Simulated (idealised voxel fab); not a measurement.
Herein follows the process module entitled voxel wiring stack.
Cross-sectional view cut (width: 190 nm; square cell size: 5 nm).
Cross-section, as written here: a square-cell grid given band by band from the top down, where a band holds one or more rows of cells. Heights first: top, then bottom, in nm. Then materials, left to right, each with a width in nm. "everywhere" on a single material: fills the band edge to edge. "empty": empty space. Beneath 0, the wafer as received is one material, and that level is where height counting begins. The lowest band goes on downward without a bottom; it is written like "0 down". Read "30..40" as a graded width: first number on top, second number at the bottom, same change between each pair of neighbouring rows. It should be understood that the words "no alterations made", when stated for a given step, signify that the cross-section underwent no change in any of its cells during that step. If an empty space has no open way to the top and is at least 8 cells in size, "Trapped voids" lists it, written width x height at distance, where distance is measured from the left edge and every value is in nm. Where a step's line continues beyond its settings, the continuation is a remark by the simulator itself on that step. What "overlay nm" on a step's line means: if the step has a mask, that mask lay this far to the right of its planned place, or, when the value is negative, to the left.
Plan:
- 1: RECEIVE with material Si
- 2: CONFORMAL_DEP with material SiO2, thk nm 10
- 3: DIRECTIONAL_DEP with material TiN, thk nm 5
- 4: DIRECTIONAL_DEP with material Ru, thk nm 20
- 5: MASKED_ETCH with tone cover, mask id METAL_1, width nm 25, pitch nm 40, etch materials Ru, depth nm 20, overlay nm 0
- 6: MASKED_ETCH with tone cover, mask id METAL_1, width nm 25, pitch nm 40, etch materials TiN, depth nm 5, overlay nm 0
- 7: FILL_DEP with material SiO2, thk nm 10
- 8: CMP with height nm 35
- 9: CONFORMAL_DEP with material SiCN, thk nm 5
- 10: DIRECTIONAL_DEP with material lowk, thk nm 30
- 11: PATTERN with tone open, mask id METAL_2_HOLES, material resist, width nm 15, thk nm 20, overlay nm 0
- 12: DIRECTIONAL_ETCH with etch materials lowk, depth nm 30
- 13: STRIP with etch materials resist
- 14: DIRECTIONAL_DEP with material aC, thk nm 10
- 15: PATTERN with tone open, mask id METAL_2, material resist, width nm 25, pitch nm 40, thk nm 30, overlay nm 0
- 16: DIRECTIONAL_ETCH with etch materials aC, depth nm 10
- 17: STRIP with etch materials resist
- 18: DIRECTIONAL_ETCH with etch materials lowk, depth nm 20
- 19: DIRECTIONAL_ETCH with etch materials SiCN, depth nm 5
- 20: STRIP with etch materials aC
- 21: CONFORMAL_DEP with material TiN, thk nm 5
- 22: FILL_DEP with material Cu, thk nm 10
- 23: CMP with height nm 70
- 24: CONFORMAL_DEP with material SiCN, thk nm 5
- 25: DIRECTIONAL_DEP with material SiO2, thk nm 35
- 26: MASKED_ETCH with tone open, mask id METAL_3, width nm 25, pitch nm 40, etch materials SiO2, depth nm 20, overlay nm 0
- 27: DIRECTIONAL_DEP with material aC, thk nm 10
- 28: PATTERN with tone open, mask id METAL_3_HOLES, material resist, width nm 15, pitch nm 40, thk nm 25, overlay nm 0
- 29: DIRECTIONAL_ETCH with etch materials aC, depth nm 10
- 30: STRIP with etch materials resist
- 31: DIRECTIONAL_ETCH with etch materials SiO2, depth nm 15
- 32: DIRECTIONAL_ETCH with etch materials SiCN, depth nm 5
- 33: STRIP with etch materials aC
- 34: CONFORMAL_DEP with material TiN, thk nm 5
- 35: FILL_DEP with material Ru, thk nm 10
- 36: CMP with height nm 110
- 37: CONFORMAL_DEP with material SiCN, thk nm 5
- 38: DIRECTIONAL_DEP with material SiO2, thk nm 25
- 39: PATTERN with tone open, mask id METAL_4, material resist, width nm 25, pitch nm 40, thk nm 15, overlay nm 0
- 40: DIRECTIONAL_ETCH with etch materials SiO2, depth nm 15
- 41: STRIP with etch materials resist
- 42: MASKED_ETCH with tone open, mask id METAL_4_HOLES, width nm 15, etch materials SiO2, depth nm 10, overlay nm 0
- 43: MASKED_ETCH with tone open, mask id METAL_4_HOLES, width nm 15, etch materials SiCN, depth nm 5, overlay nm 0
- 44: CONFORMAL_DEP with material TiN, thk nm 5
- 45: FILL_DEP with material Cu, thk nm 5
- 46: CMP with height nm 140
- 47: CONFORMAL_DEP with material SiCN, thk nm 5
First of two wafers: run as planned:
Step 1 complete: cross-section of the wafer as received:
* 0 down | Si everywhere
* Trapped voids: none
Step 2 complete: cross-section through the wafer:
* 10 to 0 | SiO2 everywhere
* Rest of section, below 0: as before.
Step 3 complete: cross-section through the wafer:
* 15 to 10 | TiN everywhere
* Rest of section, below 10: as before.
Step 4 complete: cross-section through the wafer:
* 35 to 15 | Ru everywhere
* Rest of section, below 15: as before.
Step 5 complete: cross-section through the wafer:
* 35 to 15 | empty (60) | Ru (25) | empty (15) | Ru (25) | empty (65)
* Rest of section, below 15: as before.
Step 6 complete: cross-section through the wafer:
* 35 to 15 | empty (60) | Ru (25) | empty (15) | Ru (25) | empty (65)
* 15 to 10 | empty (60) | TiN (25) | empty (15) | TiN (25) | empty (65)
* Rest of section, below 10: as before.
Step 7 complete: cross-section through the wafer:
* 45 to 35 | SiO2 everywhere
* 35 to 15 | SiO2 (60) | Ru (25) | SiO2 (15) | Ru (25) | SiO2 (65)
* 15 to 10 | SiO2 (60) | TiN (25) | SiO2 (15) | TiN (25) | SiO2 (65)
* Rest of section, below 10: as before.
Step 8 complete: cross-section through the wafer:
* 35 to 15 | SiO2 (60) | Ru (25) | SiO2 (15) | Ru (25) | SiO2 (65)
* Rest of section, below 15: as before.
Step 9 complete: cross-section through the wafer:
* 40 to 35 | SiCN everywhere
* Rest of section, below 35: as before.
Step 10 complete: cross-section through the wafer:
* 70 to 40 | lowk everywhere
* Rest of section, below 40: as before.
Step 11 complete: cross-section through the wafer:
* 90 to 70 | resist (60) | empty (15) | resist (115)
* Rest of section, below 70: as before.
Step 12 complete: cross-section through the wafer:
* 90 to 70 | resist (60) | empty (15) | resist (115)
* 70 to 40 | lowk (60) | empty (15) | lowk (115)
* Rest of section, below 40: as before.
Step 13 complete: cross-section through the wafer:
* 70 to 40 | lowk (60) | empty (15) | lowk (115)
* Rest of section, below 40: as before.
Step 14 complete: cross-section through the wafer:
* 80 to 70 | aC (60) | empty (15) | aC (115)
* 70 to 50 | lowk (60) | empty (15) | lowk (115)
* 50 to 40 | lowk (60) | aC (15) | lowk (115)
* Rest of section, below 40: as before.
Step 15 complete: cross-section through the wafer:
* 110 to 80 | resist (60) | empty (25) | resist (15) | empty (25) | resist (65)
* Rest of section, below 80: as before.
Step 16 complete: cross-section through the wafer:
* 100 to 80 | resist (60) | empty (25) | resist (15) | empty (25) | resist (65)
* 80 to 70 | aC (60) | empty (25) | aC (15) | empty (25) | aC (65)
* 70 to 40 | lowk (60) | empty (15) | lowk (115)
* Rest of section, below 40: as before.
Step 17 complete: cross-section through the wafer:
* 80 to 70 | aC (60) | empty (25) | aC (15) | empty (25) | aC (65)
* Rest of section, below 70: as before.
Step 18 complete: cross-section through the wafer:
* 80 to 70 | aC (60) | empty (25) | aC (15) | empty (25) | aC (65)
* 70 to 50 | lowk (60) | empty (25) | lowk (15) | empty (25) | lowk (65)
* Rest of section, below 50: as before.
Step 19 complete: cross-section through the wafer:
* 80 to 70 | aC (60) | empty (25) | aC (15) | empty (25) | aC (65)
* 70 to 50 | lowk (60) | empty (25) | lowk (15) | empty (25) | lowk (65)
* 50 to 40 | lowk (60) | empty (15) | lowk (115)
* 40 to 35 | SiCN (60) | empty (15) | SiCN (115)
* Rest of section, below 35: as before.
Step 20 complete: cross-section through the wafer:
* 70 to 50 | lowk (60) | empty (25) | lowk (15) | empty (25) | lowk (65)
* Rest of section, below 50: as before.
Step 21 complete: cross-section through the wafer:
* 75 to 70 | TiN (65) | empty (15) | TiN (25) | empty (15) | TiN (70)
* 70 to 55 | lowk (60) | TiN (5) | empty (15) | TiN (5) | lowk (15) | TiN (5) | empty (15) | TiN (5) | lowk (65)
* 55 to 50 | lowk (60) | TiN (5) | empty (5) | TiN (15) | lowk (15) | TiN (25) | lowk (65)
* 50 to 40 | lowk (60) | TiN (5) | empty (5) | TiN (5) | lowk (115)
* 40 to 35 | SiCN (60) | TiN (15) | SiCN (115)
* Rest of section, below 35: as before.
Step 22 complete: cross-section through the wafer:
* 85 to 75 | Cu everywhere
* 75 to 70 | TiN (65) | Cu (15) | TiN (25) | Cu (15) | TiN (70)
* 70 to 55 | lowk (60) | TiN (5) | Cu (15) | TiN (5) | lowk (15) | TiN (5) | Cu (15) | TiN (5) | lowk (65)
* 55 to 50 | lowk (60) | TiN (5) | Cu (5) | TiN (15) | lowk (15) | TiN (25) | lowk (65)
* 50 to 40 | lowk (60) | TiN (5) | Cu (5) | TiN (5) | lowk (115)
* Rest of section, below 40: as before.
Step 23 complete: cross-section through the wafer:
* 70 to 55 | lowk (60) | TiN (5) | Cu (15) | TiN (5) | lowk (15) | TiN (5) | Cu (15) | TiN (5) | lowk (65)
* Rest of section, below 55: as before.
Step 24 complete: cross-section through the wafer:
* 75 to 70 | SiCN everywhere
* Rest of section, below 70: as before.
Step 25 complete: cross-section through the wafer:
* 110 to 75 | SiO2 everywhere
* Rest of section, below 75: as before.
Step 26 complete: cross-section through the wafer:
* 110 to 90 | SiO2 (60) | empty (25) | SiO2 (15) | empty (25) | SiO2 (65)
* Rest of section, below 90: as before.
Step 27 complete: cross-section through the wafer:
* 120 to 110 | aC (60) | empty (25) | aC (15) | empty (25) | aC (65)
* 110 to 100 | SiO2 (60) | empty (25) | SiO2 (15) | empty (25) | SiO2 (65)
* 100 to 90 | SiO2 (60) | aC (25) | SiO2 (15) | aC (25) | SiO2 (65)
* Rest of section, below 90: as before.
Step 28 complete: cross-section through the wafer:
* 145 to 120 | resist (60) | empty (15) | resist (25) | empty (15) | resist (75)
* 120 to 110 | aC (60) | empty (15) | resist (10) | aC (15) | empty (15) | resist (10) | aC (65)
* 110 to 100 | SiO2 (60) | empty (15) | resist (10) | SiO2 (15) | empty (15) | resist (10) | SiO2 (65)
* Rest of section, below 100: as before.
Step 29 complete: cross-section through the wafer:
* 135 to 120 | resist (60) | empty (15) | resist (25) | empty (15) | resist (75)
* 120 to 110 | aC (60) | empty (15) | resist (10) | aC (15) | empty (15) | resist (10) | aC (65)
* 110 to 100 | SiO2 (60) | empty (15) | resist (10) | SiO2 (15) | empty (15) | resist (10) | SiO2 (65)
* 100 to 90 | SiO2 (60) | empty (15) | aC (10) | SiO2 (15) | empty (15) | aC (10) | SiO2 (65)
* Rest of section, below 90: as before.
Step 30 complete: cross-section through the wafer:
* 120 to 110 | aC (60) | empty (25) | aC (15) | empty (25) | aC (65)
* 110 to 100 | SiO2 (60) | empty (25) | SiO2 (15) | empty (25) | SiO2 (65)
* Rest of section, below 100: as before.
Step 31 complete: cross-section through the wafer:
* 120 to 110 | aC (60) | empty (25) | aC (15) | empty (25) | aC (65)
* 110 to 100 | SiO2 (60) | empty (25) | SiO2 (15) | empty (25) | SiO2 (65)
* 100 to 90 | SiO2 (60) | empty (15) | aC (10) | SiO2 (15) | empty (15) | aC (10) | SiO2 (65)
* 90 to 75 | SiO2 (60) | empty (15) | SiO2 (25) | empty (15) | SiO2 (75)
* Rest of section, below 75: as before.
Step 32 complete: cross-section through the wafer:
* 120 to 110 | aC (60) | empty (25) | aC (15) | empty (25) | aC (65)
* 110 to 100 | SiO2 (60) | empty (25) | SiO2 (15) | empty (25) | SiO2 (65)
* 100 to 90 | SiO2 (60) | empty (15) | aC (10) | SiO2 (15) | empty (15) | aC (10) | SiO2 (65)
* 90 to 75 | SiO2 (60) | empty (15) | SiO2 (25) | empty (15) | SiO2 (75)
* 75 to 70 | SiCN (60) | empty (15) | SiCN (25) | empty (15) | SiCN (75)
* Rest of section, below 70: as before.
Step 33 complete: cross-section through the wafer:
* 110 to 90 | SiO2 (60) | empty (25) | SiO2 (15) | empty (25) | SiO2 (65)
* Rest of section, below 90: as before.
Step 34 complete: cross-section through the wafer:
* 115 to 110 | TiN (65) | empty (15) | TiN (25) | empty (15) | TiN (70)
* 110 to 95 | SiO2 (60) | TiN (5) | empty (15) | TiN (5) | SiO2 (15) | TiN (5) | empty (15) | TiN (5) | SiO2 (65)
* 95 to 90 | SiO2 (60) | TiN (5) | empty (5) | TiN (15) | SiO2 (15) | TiN (5) | empty (5) | TiN (15) | SiO2 (65)
* 90 to 75 | SiO2 (60) | TiN (5) | empty (5) | TiN (5) | SiO2 (25) | TiN (5) | empty (5) | TiN (5) | SiO2 (75)
* 75 to 70 | SiCN (60) | TiN (15) | SiCN (25) | TiN (15) | SiCN (75)
* Rest of section, below 70: as before.
Step 35 complete: cross-section through the wafer:
* 125 to 115 | Ru everywhere
* 115 to 110 | TiN (65) | Ru (15) | TiN (25) | Ru (15) | TiN (70)
* 110 to 95 | SiO2 (60) | TiN (5) | Ru (15) | TiN (5) | SiO2 (15) | TiN (5) | Ru (15) | TiN (5) | SiO2 (65)
* 95 to 90 | SiO2 (60) | TiN (5) | Ru (5) | TiN (15) | SiO2 (15) | TiN (5) | Ru (5) | TiN (15) | SiO2 (65)
* 90 to 75 | SiO2 (60) | TiN (5) | Ru (5) | TiN (5) | SiO2 (25) | TiN (5) | Ru (5) | TiN (5) | SiO2 (75)
* Rest of section, below 75: as before.
Step 36 complete: cross-section through the wafer:
* 110 to 95 | SiO2 (60) | TiN (5) | Ru (15) | TiN (5) | SiO2 (15) | TiN (5) | Ru (15) | TiN (5) | SiO2 (65)
* Rest of section, below 95: as before.
Step 37 complete: cross-section through the wafer:
* 115 to 110 | SiCN everywhere
* Rest of section, below 110: as before.
Step 38 complete: cross-section through the wafer:
* 140 to 115 | SiO2 everywhere
* Rest of section, below 115: as before.
Step 39 complete: cross-section through the wafer:
* 155 to 140 | resist (60) | empty (25) | resist (15) | empty (25) | resist (65)
* Rest of section, below 140: as before.
Step 40 complete: cross-section through the wafer:
* 155 to 140 | resist (60) | empty (25) | resist (15) | empty (25) | resist (65)
* 140 to 125 | SiO2 (60) | empty (25) | SiO2 (15) | empty (25) | SiO2 (65)
* Rest of section, below 125: as before.
Step 41 complete: cross-section through the wafer:
* 140 to 125 | SiO2 (60) | empty (25) | SiO2 (15) | empty (25) | SiO2 (65)
* Rest of section, below 125: as before.
Step 42 complete: cross-section through the wafer:
* 140 to 125 | SiO2 (60) | empty (25) | SiO2 (15) | empty (25) | SiO2 (65)
* 125 to 115 | SiO2 (60) | empty (15) | SiO2 (115)
* Rest of section, below 115: as before.
Step 43 complete: cross-section through the wafer:
* 140 to 125 | SiO2 (60) | empty (25) | SiO2 (15) | empty (25) | SiO2 (65)
* 125 to 115 | SiO2 (60) | empty (15) | SiO2 (115)
* 115 to 110 | SiCN (60) | empty (15) | SiCN (115)
* Rest of section, below 110: as before.
Step 44 complete: cross-section through the wafer:
* 145 to 140 | TiN (65) | empty (15) | TiN (25) | empty (15) | TiN (70)
* 140 to 130 | SiO2 (60) | TiN (5) | empty (15) | TiN (5) | SiO2 (15) | TiN (5) | empty (15) | TiN (5) | SiO2 (65)
* 130 to 125 | SiO2 (60) | TiN (5) | empty (5) | TiN (15) | SiO2 (15) | TiN (25) | SiO2 (65)
* 125 to 115 | SiO2 (60) | TiN (5) | empty (5) | TiN (5) | SiO2 (115)
* 115 to 110 | SiCN (60) | TiN (15) | SiCN (115)
* Rest of section, below 110: as before.
Step 45 complete: cross-section through the wafer:
* 150 to 145 | Cu everywhere
* 145 to 140 | TiN (65) | Cu (15) | TiN (25) | Cu (15) | TiN (70)
* 140 to 130 | SiO2 (60) | TiN (5) | Cu (15) | TiN (5) | SiO2 (15) | TiN (5) | Cu (15) | TiN (5) | SiO2 (65)
* 130 to 125 | SiO2 (60) | TiN (5) | Cu (5) | TiN (15) | SiO2 (15) | TiN (25) | SiO2 (65)
* 125 to 115 | SiO2 (60) | TiN (5) | Cu (5) | TiN (5) | SiO2 (115)
* Rest of section, below 115: as before.
Step 46 complete: cross-section through the wafer:
* 140 to 130 | SiO2 (60) | TiN (5) | Cu (15) | TiN (5) | SiO2 (15) | TiN (5) | Cu (15) | TiN (5) | SiO2 (65)
* Rest of section, below 130: as before.
Step 47 complete: cross-section through the wafer:
* 145 to 140 | SiCN everywhere
* Rest of section, below 140: as before.
Second of two: same start, same plan, one run error; steps up to and including 10 match the first:
Cross-section of the second wafer corresponding to the planned conclusion of step 11:
* 90 to 70 | resist (55) | empty (25) | resist (110)
* Rest of section, below 70: as before.
Cross-section of the second wafer corresponding to the planned conclusion of step 12:
* 90 to 70 | resist (55) | empty (25) | resist (110)
* 70 to 40 | lowk (55) | empty (25) | lowk (110)
* Rest of section, below 40: as before.
Cross-section of the second wafer corresponding to the planned conclusion of step 13:
* 70 to 40 | lowk (55) | empty (25) | lowk (110)
* Rest of section, below 40: as before.
Cross-section of the second wafer corresponding to the planned conclusion of step 14:
* 80 to 70 | aC (55) | empty (25) | aC (110)
* 70 to 50 | lowk (55) | empty (25) | lowk (110)
* 50 to 40 | lowk (55) | aC (25) | lowk (110)
* Rest of section, below 40: as before.
Cross-section of the second wafer corresponding to the planned conclusion of step 15:
* 110 to 80 | resist (60) | empty (25) | resist (15) | empty (25) | resist (65)
* 80 to 70 | aC (55) | resist (5) | empty (20) | aC (110)
* 70 to 50 | lowk (55) | resist (5) | empty (20) | lowk (110)
* Rest of section, below 50: as before.
Cross-section of the second wafer corresponding to the planned conclusion of step 16:
* 100 to 80 | resist (60) | empty (25) | resist (15) | empty (25) | resist (65)
* 80 to 70 | aC (55) | resist (5) | empty (25) | aC (15) | empty (25) | aC (65)
* 70 to 50 | lowk (55) | resist (5) | empty (20) | lowk (110)
* 50 to 40 | lowk (55) | aC (5) | empty (20) | lowk (110)
* Rest of section, below 40: as before.
Cross-section of the second wafer corresponding to the planned conclusion of step 17:
* 80 to 70 | aC (55) | empty (30) | aC (15) | empty (25) | aC (65)
* 70 to 50 | lowk (55) | empty (25) | lowk (110)
* Rest of section, below 50: as before.
Cross-section of the second wafer corresponding to the planned conclusion of step 18:
* 80 to 70 | aC (55) | empty (30) | aC (15) | empty (25) | aC (65)
* 70 to 50 | lowk (55) | empty (30) | lowk (15) | empty (25) | lowk (65)
* Rest of section, below 50: as before.
Cross-section of the second wafer corresponding to the planned conclusion of step 19:
* 80 to 70 | aC (55) | empty (30) | aC (15) | empty (25) | aC (65)
* 70 to 50 | lowk (55) | empty (30) | lowk (15) | empty (25) | lowk (65)
* 50 to 40 | lowk (55) | aC (5) | empty (20) | lowk (110)
* 40 to 35 | SiCN (60) | empty (20) | SiCN (110)
* Rest of section, below 35: as before.
Cross-section of the second wafer corresponding to the planned conclusion of step 20:
* 70 to 50 | lowk (55) | empty (30) | lowk (15) | empty (25) | lowk (65)
* 50 to 40 | lowk (55) | empty (25) | lowk (110)
* Rest of section, below 40: as before.
Cross-section of the second wafer corresponding to the planned conclusion of step 21:
* 75 to 70 | TiN (60) | empty (20) | TiN (25) | empty (15) | TiN (70)
* 70 to 55 | lowk (55) | TiN (5) | empty (20) | TiN (5) | lowk (15) | TiN (5) | empty (15) | TiN (5) | lowk (65)
* 55 to 50 | lowk (55) | TiN (5) | empty (15) | TiN (10) | lowk (15) | TiN (25) | lowk (65)
* 50 to 40 | lowk (55) | TiN (5..10) | empty (15..10) | TiN (5) | lowk (110)
* 40 to 35 | SiCN (60) | TiN (20) | SiCN (110)
* Rest of section, below 35: as before.
Cross-section of the second wafer corresponding to the planned conclusion of step 22:
* 85 to 75 | Cu everywhere
* 75 to 70 | TiN (60) | Cu (20) | TiN (25) | Cu (15) | TiN (70)
* 70 to 55 | lowk (55) | TiN (5) | Cu (20) | TiN (5) | lowk (15) | TiN (5) | Cu (15) | TiN (5) | lowk (65)
* 55 to 50 | lowk (55) | TiN (5) | Cu (15) | TiN (10) | lowk (15) | TiN (25) | lowk (65)
* 50 to 40 | lowk (55) | TiN (5..10) | Cu (15..10) | TiN (5) | lowk (110)
* Rest of section, below 40: as before.
Cross-section of the second wafer corresponding to the planned conclusion of step 23:
* 70 to 55 | lowk (55) | TiN (5) | Cu (20) | TiN (5) | lowk (15) | TiN (5) | Cu (15) | TiN (5) | lowk (65)
* Rest of section, below 55: as before.
Cross-section of the second wafer corresponding to the planned conclusion of step 24:
* 75 to 70 | SiCN everywhere
* Rest of section, below 70: as before.
Cross-section of the second wafer corresponding to the planned conclusion of step 25:
* 110 to 75 | SiO2 everywhere
* Rest of section, below 75: as before.
Cross-section of the second wafer corresponding to the planned conclusion of step 26:
* 110 to 90 | SiO2 (60) | empty (25) | SiO2 (15) | empty (25) | SiO2 (65)
* Rest of section, below 90: as before.
Cross-section of the second wafer corresponding to the planned conclusion of step 27:
* 120 to 110 | aC (60) | empty (25) | aC (15) | empty (25) | aC (65)
* 110 to 100 | SiO2 (60) | empty (25) | SiO2 (15) | empty (25) | SiO2 (65)
* 100 to 90 | SiO2 (60) | aC (25) | SiO2 (15) | aC (25) | SiO2 (65)
* Rest of section, below 90: as before.
Cross-section of the second wafer corresponding to the planned conclusion of step 28:
* 145 to 120 | resist (60) | empty (15) | resist (25) | empty (15) | resist (75)
* 120 to 110 | aC (60) | empty (15) | resist (10) | aC (15) | empty (15) | resist (10) | aC (65)
* 110 to 100 | SiO2 (60) | empty (15) | resist (10) | SiO2 (15) | empty (15) | resist (10) | SiO2 (65)
* Rest of section, below 100: as before.
Cross-section of the second wafer corresponding to the planned conclusion of step 29:
* 135 to 120 | resist (60) | empty (15) | resist (25) | empty (15) | resist (75)
* 120 to 110 | aC (60) | empty (15) | resist (10) | aC (15) | empty (15) | resist (10) | aC (65)
* 110 to 100 | SiO2 (60) | empty (15) | resist (10) | SiO2 (15) | empty (15) | resist (10) | SiO2 (65)
* 100 to 90 | SiO2 (60) | empty (15) | aC (10) | SiO2 (15) | empty (15) | aC (10) | SiO2 (65)
* Rest of section, below 90: as before.
Cross-section of the second wafer corresponding to the planned conclusion of step 30:
* 120 to 110 | aC (60) | empty (25) | aC (15) | empty (25) | aC (65)
* 110 to 100 | SiO2 (60) | empty (25) | SiO2 (15) | empty (25) | SiO2 (65)
* Rest of section, below 100: as before.
Cross-section of the second wafer corresponding to the planned conclusion of step 31:
* 120 to 110 | aC (60) | empty (25) | aC (15) | empty (25) | aC (65)
* 110 to 100 | SiO2 (60) | empty (25) | SiO2 (15) | empty (25) | SiO2 (65)
* 100 to 90 | SiO2 (60) | empty (15) | aC (10) | SiO2 (15) | empty (15) | aC (10) | SiO2 (65)
* 90 to 75 | SiO2 (60) | empty (15) | SiO2 (25) | empty (15) | SiO2 (75)
* Rest of section, below 75: as before.
Cross-section of the second wafer corresponding to the planned conclusion of step 32:
* 120 to 110 | aC (60) | empty (25) | aC (15) | empty (25) | aC (65)
* 110 to 100 | SiO2 (60) | empty (25) | SiO2 (15) | empty (25) | SiO2 (65)
* 100 to 90 | SiO2 (60) | empty (15) | aC (10) | SiO2 (15) | empty (15) | aC (10) | SiO2 (65)
* 90 to 75 | SiO2 (60) | empty (15) | SiO2 (25) | empty (15) | SiO2 (75)
* 75 to 70 | SiCN (60) | empty (15) | SiCN (25) | empty (15) | SiCN (75)
* Rest of section, below 70: as before.
Cross-section of the second wafer corresponding to the planned conclusion of step 33:
* 110 to 90 | SiO2 (60) | empty (25) | SiO2 (15) | empty (25) | SiO2 (65)
* Rest of section, below 90: as before.
Cross-section of the second wafer corresponding to the planned conclusion of step 34:
* 115 to 110 | TiN (65) | empty (15) | TiN (25) | empty (15) | TiN (70)
* 110 to 95 | SiO2 (60) | TiN (5) | empty (15) | TiN (5) | SiO2 (15) | TiN (5) | empty (15) | TiN (5) | SiO2 (65)
* 95 to 90 | SiO2 (60) | TiN (5) | empty (5) | TiN (15) | SiO2 (15) | TiN (5) | empty (5) | TiN (15) | SiO2 (65)
* 90 to 75 | SiO2 (60) | TiN (5) | empty (5) | TiN (5) | SiO2 (25) | TiN (5) | empty (5) | TiN (5) | SiO2 (75)
* 75 to 70 | SiCN (60) | TiN (15) | SiCN (25) | TiN (15) | SiCN (75)
* Rest of section, below 70: as before.
Cross-section of the second wafer corresponding to the planned conclusion of step 35:
* 125 to 115 | Ru everywhere
* 115 to 110 | TiN (65) | Ru (15) | TiN (25) | Ru (15) | TiN (70)
* 110 to 95 | SiO2 (60) | TiN (5) | Ru (15) | TiN (5) | SiO2 (15) | TiN (5) | Ru (15) | TiN (5) | SiO2 (65)
* 95 to 90 | SiO2 (60) | TiN (5) | Ru (5) | TiN (15) | SiO2 (15) | TiN (5) | Ru (5) | TiN (15) | SiO2 (65)
* 90 to 75 | SiO2 (60) | TiN (5) | Ru (5) | TiN (5) | SiO2 (25) | TiN (5) | Ru (5) | TiN (5) | SiO2 (75)
* Rest of section, below 75: as before.
Cross-section of the second wafer corresponding to the planned conclusion of step 36:
* 110 to 95 | SiO2 (60) | TiN (5) | Ru (15) | TiN (5) | SiO2 (15) | TiN (5) | Ru (15) | TiN (5) | SiO2 (65)
* Rest of section, below 95: as before.
Cross-section of the second wafer corresponding to the planned conclusion of step 37:
* 115 to 110 | SiCN everywhere
* Rest of section, below 110: as before.
Cross-section of the second wafer corresponding to the planned conclusion of step 38:
* 140 to 115 | SiO2 everywhere
* Rest of section, below 115: as before.
Cross-section of the second wafer corresponding to the planned conclusion of step 39:
* 155 to 140 | resist (60) | empty (25) | resist (15) | empty (25) | resist (65)
* Rest of section, below 140: as before.
Cross-section of the second wafer corresponding to the planned conclusion of step 40:
* 155 to 140 | resist (60) | empty (25) | resist (15) | empty (25) | resist (65)
* 140 to 125 | SiO2 (60) | empty (25) | SiO2 (15) | empty (25) | SiO2 (65)
* Rest of section, below 125: as before.
Cross-section of the second wafer corresponding to the planned conclusion of step 41:
* 140 to 125 | SiO2 (60) | empty (25) | SiO2 (15) | empty (25) | SiO2 (65)
* Rest of section, below 125: as before.
Cross-section of the second wafer corresponding to the planned conclusion of step 42:
* 140 to 125 | SiO2 (60) | empty (25) | SiO2 (15) | empty (25) | SiO2 (65)
* 125 to 115 | SiO2 (60) | empty (15) | SiO2 (115)
* Rest of section, below 115: as before.
Cross-section of the second wafer corresponding to the planned conclusion of step 43:
* 140 to 125 | SiO2 (60) | empty (25) | SiO2 (15) | empty (25) | SiO2 (65)
* 125 to 115 | SiO2 (60) | empty (15) | SiO2 (115)
* 115 to 110 | SiCN (60) | empty (15) | SiCN (115)
* Rest of section, below 110: as before.
Cross-section of the second wafer corresponding to the planned conclusion of step 44:
* 145 to 140 | TiN (65) | empty (15) | TiN (25) | empty (15) | TiN (70)
* 140 to 130 | SiO2 (60) | TiN (5) | empty (15) | TiN (5) | SiO2 (15) | TiN (5) | empty (15) | TiN (5) | SiO2 (65)
* 130 to 125 | SiO2 (60) | TiN (5) | empty (5) | TiN (15) | SiO2 (15) | TiN (25) | SiO2 (65)
* 125 to 115 | SiO2 (60) | TiN (5) | empty (5) | TiN (5) | SiO2 (115)
* 115 to 110 | SiCN (60) | TiN (15) | SiCN (115)
* Rest of section, below 110: as before.
Cross-section of the second wafer corresponding to the planned conclusion of step 45:
* 150 to 145 | Cu everywhere
* 145 to 140 | TiN (65) | Cu (15) | TiN (25) | Cu (15) | TiN (70)
* 140 to 130 | SiO2 (60) | TiN (5) | Cu (15) | TiN (5) | SiO2 (15) | TiN (5) | Cu (15) | TiN (5) | SiO2 (65)
* 130 to 125 | SiO2 (60) | TiN (5) | Cu (5) | TiN (15) | SiO2 (15) | TiN (25) | SiO2 (65)
* 125 to 115 | SiO2 (60) | TiN (5) | Cu (5) | TiN (5) | SiO2 (115)
* Rest of section, below 115: as before.
Cross-section of the second wafer corresponding to the planned conclusion of step 46:
* 140 to 130 | SiO2 (60) | TiN (5) | Cu (15) | TiN (5) | SiO2 (15) | TiN (5) | Cu (15) | TiN (5) | SiO2 (65)
* Rest of section, below 130: as before.
Cross-section of the second wafer corresponding to the planned conclusion of step 47:
* 145 to 140 | SiCN everywhere
* Rest of section, below 140: as before.
what went wrong: for step 11, the planned setting was not used; the step was instead run as PATTERN with tone open, mask id METAL_2_HOLES, material resist, width nm 25, thk nm 20, overlay nm 0
Counted in cells at the end, the second wafer holds more or fewer of these materials than the first: Cu +8, SiCN -1, TiN +1, lowk -8
